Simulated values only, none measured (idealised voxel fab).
Presented below is a process module, voxel transistor to metal.
The width of the displayed cross-section, cut, is 205 nm; its cells are square, with a size of 5 nm.
Cross-section, as written here: a square-cell grid given band by band from the top down, where a band holds one or more rows of cells. In this notation a band is specified by the heights of its top and bottom, in that order and in nm, after which its materials appear from left to right, each paired with its width in nm. The word "edge to edge" attached to a single material means that material fills the band from edge to edge; the word "empty" stands for empty space. Beneath 0, the wafer as received is one material, and that level is where height counting begins. The lowest band goes on downward without a bottom; it is written like "top 0, no bottom". So if you see something like "30..40" for the width, read it as the top row of the band sitting at the first number and the bottom row at the second, with every row in between moving by the same amount as the last. "no alterations made" after a step means that no cell of the cross-section changed. Each empty space that has no open way to the top and spans at least 8 cells appears under "Unvented cavities" as width x height at distance, the distance counted from the left edge, all in nm. It should be noted that, on the line of a given step, the content following the step's settings is a remark produced by the simulator itself with respect to that step. overlay nm: for a step with a mask, the amount by which the mask lay right of where it was planned; a negative amount means left of it.

[plan]
step 1: op RECEIVE | material Si
step 2: op CONFORMAL_DEP | material SiO2 | thk nm 5
step 3: op CONFORMAL_DEP | material SiN | thk nm 10
step 4: op DIRECTIONAL_DEP | material aC | thk nm 10
step 5: op PATTERN | tone cover | mask id ACTIVE | material resist | width nm 135 | thk nm 30 | overlay nm 0
step 6: op DIRECTIONAL_ETCH | etch materials aC | depth nm 10
step 7: op STRIP | etch materials resist
step 8: op DIRECTIONAL_ETCH | etch materials SiN | depth nm 10
step 9: op DIRECTIONAL_ETCH | etch materials SiO2 | depth nm 5
step 10: op DIRECTIONAL_ETCH | etch materials Si | depth nm 30
step 11: op STRIP | etch materials aC
step 12: op FILL_DEP | material SiO2 | thk nm 15
step 13: op CMP | height nm 15
step 14: op SELECTIVE_ETCH | etch materials SiO2 | depth nm 10
step 15: op STRIP | etch materials SiN
step 16: op SELECTIVE_ETCH | etch materials SiO2 | depth nm 5
step 17: op OXIDIZE | depth nm 5
step 18: op DIRECTIONAL_DEP | material polySi | thk nm 25
step 19: op DIRECTIONAL_DEP | material SiCN | thk nm 15
step 20: op MASKED_ETCH | tone cover | mask id GATE | width nm 35 | etch materials SiCN | depth nm 25 | overlay nm 0
step 21: op MASKED_ETCH | tone cover | mask id GATE | width nm 35 | etch materials polySi | depth nm 35 | overlay nm -10
step 22: op CONFORMAL_DEP | material SiN | thk nm 10
step 23: op DIRECTIONAL_ETCH | etch materials SiN | depth nm 10
step 24: op DIRECTIONAL_ETCH | etch materials SiO2 | depth nm 5
step 25: op DIRECTIONAL_ETCH | etch materials Si | depth nm 5
step 26: op EPI | material SiGe | thk nm 5
step 27: op FILL_DEP | material SiO2 | thk nm 5
step 28: op CMP | height nm 25
step 29: op STRIP | etch materials polySi
step 30: op SELECTIVE_ETCH | etch materials SiO2 | depth nm 5
step 31: op CONFORMAL_DEP | material HfO2 | thk nm 5
step 32: op CONFORMAL_DEP | material TiN | thk nm 5
step 33: op FILL_DEP | material W | thk nm 10
step 34: op CMP | height nm 20
step 35: op DIRECTIONAL_DEP | material SiO2 | thk nm 15
step 36: op PATTERN | tone open | mask id CONTACT | material resist | width nm 20 | pitch nm 95 | thk nm 20 | overlay nm 0
step 37: op DIRECTIONAL_ETCH | etch materials SiO2 | depth nm 40
step 38: op STRIP | etch materials resist
step 39: op CONFORMAL_DEP | material TiN | thk nm 5
step 40: op FILL_DEP | material W | thk nm 5
step 41: op CMP | height nm 35
step 42: op DIRECTIONAL_DEP | material TiN | thk nm 5
step 43: op DIRECTIONAL_DEP | material W | thk nm 25
step 44: op DIRECTIONAL_DEP | material aC | thk nm 15
step 45: op PATTERN | tone cover | mask id METAL_1 | material resist | width nm 20 | pitch nm 95 | thk nm 30 | overlay nm 0
step 46: op DIRECTIONAL_ETCH | etch materials aC | depth nm 15
step 47: op STRIP | etch materials resist
step 48: op DIRECTIONAL_ETCH | etch materials W | depth nm 25
step 49: op DIRECTIONAL_ETCH | etch materials TiN | depth nm 5
step 50: op STRIP | etch materials aC
step 51: op CONFORMAL_DEP | material SiN | thk nm 5
step 52: op FILL_DEP | material lowk | thk nm 10
step 53: op CMP | height nm 65
step 54: op CONFORMAL_DEP | material SiCN | thk nm 5
The plan shows the overlay nm of step 21 as the first wafer had it; this setting differs between the wafers, which start out alike.

[Cross-sectional view of the first of several wafers in the as-received condition, corresponding to the state following step 1]
  top 0, no bottom: Si edge to edge
  Unvented cavities: none

[Module end state after final step 54: cross-section of the first of several wafers]
  top 70, bottom 65: SiCN edge to edge
  top 65, bottom 40: lowk 40 nm, SiN 5 nm, W 20 nm, SiN 5 nm, lowk 65 nm, SiN 5 nm, W 20 nm, SiN 5 nm, lowk 40 nm
  top 40, bottom 35: SiN 45 nm, TiN 20 nm, SiN 75 nm, TiN 20 nm, SiN 45 nm
  top 35, bottom 20: SiO2 45 nm, TiN 5 nm, W 10 nm, TiN 5 nm, SiO2 75 nm, TiN 5 nm, W 10 nm, TiN 5 nm, SiO2 45 nm
  top 20, bottom 5: SiO2 45 nm, TiN 5 nm, W 10 nm, TiN 5 nm, SiN 10 nm, HfO2 5 nm, TiN 5 nm, W 25 nm, TiN 5 nm, HfO2 5 nm, SiN 10 nm, SiO2 10 nm, TiN 5 nm, W 10 nm, TiN 5 nm, SiO2 45 nm
  top 5, bottom 0: SiO2 45 nm, TiN 5 nm, W 5 nm, TiN 10 nm, SiN 10 nm, HfO2 5 nm, TiN 35 nm, HfO2 5 nm, SiN 10 nm, SiO2 10 nm, TiN 5 nm, W 10 nm, TiN 5 nm, SiO2 45 nm
  top 0, bottom -5: SiO2 45 nm, TiN 15 nm, SiGe 5 nm, SiO2 5 nm, HfO2 55 nm, SiO2 5 nm, SiGe 5 nm, SiO2 5 nm, TiN 20 nm, SiO2 45 nm
  top -5, bottom -10: SiO2 35 nm, SiGe 30 nm, Si 65 nm, SiGe 40 nm, SiO2 35 nm
  top -10, bottom -30: SiO2 35 nm, Si 135 nm, SiO2 35 nm
  top -30, no bottom: Si edge to edge
  Unvented cavities: none

[The module's end: a cross-section of the last wafer]
  top 70, bottom 65: SiCN edge to edge
  top 65, bottom 40: lowk 40 nm, SiN 5 nm, W 20 nm, SiN 5 nm, lowk 65 nm, SiN 5 nm, W 20 nm, SiN 5 nm, lowk 40 nm
  top 40, bottom 35: SiN 45 nm, TiN 20 nm, SiN 75 nm, TiN 20 nm, SiN 45 nm
  top 35, bottom 20: SiO2 45 nm, TiN 5 nm, W 10 nm, TiN 5 nm, SiO2 75 nm, TiN 5 nm, W 10 nm, TiN 5 nm, SiO2 45 nm
  top 20, bottom 5: SiO2 45 nm, TiN 5 nm, W 10 nm, TiN 5 nm, SiO2 10 nm, SiN 10 nm, HfO2 5 nm, TiN 5 nm, W 25 nm, TiN 5 nm, HfO2 5 nm, SiN 10 nm, TiN 5 nm, W 10 nm, TiN 5 nm, SiO2 45 nm
  top 5, bottom 0: SiO2 45 nm, TiN 5 nm, W 10 nm, TiN 5 nm, SiO2 10 nm, SiN 10 nm, HfO2 5 nm, TiN 35 nm, HfO2 5 nm, SiN 10 nm, TiN 10 nm, W 5 nm, TiN 5 nm, SiO2 45 nm
  top 0, bottom -5: SiO2 45 nm, TiN 20 nm, SiO2 5 nm, SiGe 5 nm, SiO2 5 nm, HfO2 55 nm, SiO2 5 nm, SiGe 5 nm, TiN 15 nm, SiO2 45 nm
  top -5, bottom -10: SiO2 35 nm, SiGe 40 nm, Si 65 nm, SiGe 30 nm, SiO2 35 nm
  top -10, bottom -30: SiO2 35 nm, Si 135 nm, SiO2 35 nm
  top -30, no bottom: Si edge to edge
  Unvented cavities: none

[For your reference, the table is organized with a row per wafer; each row reflects the wafer at the end of the module, indicating for each material the cells gained (+) or lost (-) since receipt, and thereafter its closed voids]
overlay nm -10; +19 HfO2; -125 Si; +41 SiCN; +16 SiGe; +69 SiN; +270 SiO2; +57 TiN; +82 W; +145 lowk; Unvented cavities: none
overlay nm -5; +18 HfO2; -126 Si; +41 SiCN; +17 SiGe; +69 SiN; +274 SiO2; +56 TiN; +80 W; +145 lowk; Unvented cavities: none
overlay nm 0; +17 HfO2; -127 Si; +41 SiCN; +18 SiGe; +69 SiN; +279 SiO2; +55 TiN; +77 W; +145 lowk; Unvented cavities: none
overlay nm 5; +18 HfO2; -126 Si; +41 SiCN; +17 SiGe; +69 SiN; +274 SiO2; +56 TiN; +80 W; +145 lowk; Unvented cavities: none
overlay nm 10; +19 HfO2; -125 Si; +41 SiCN; +16 SiGe; +69 SiN; +270 SiO2; +57 TiN; +82 W; +145 lowk; Unvented cavities: none
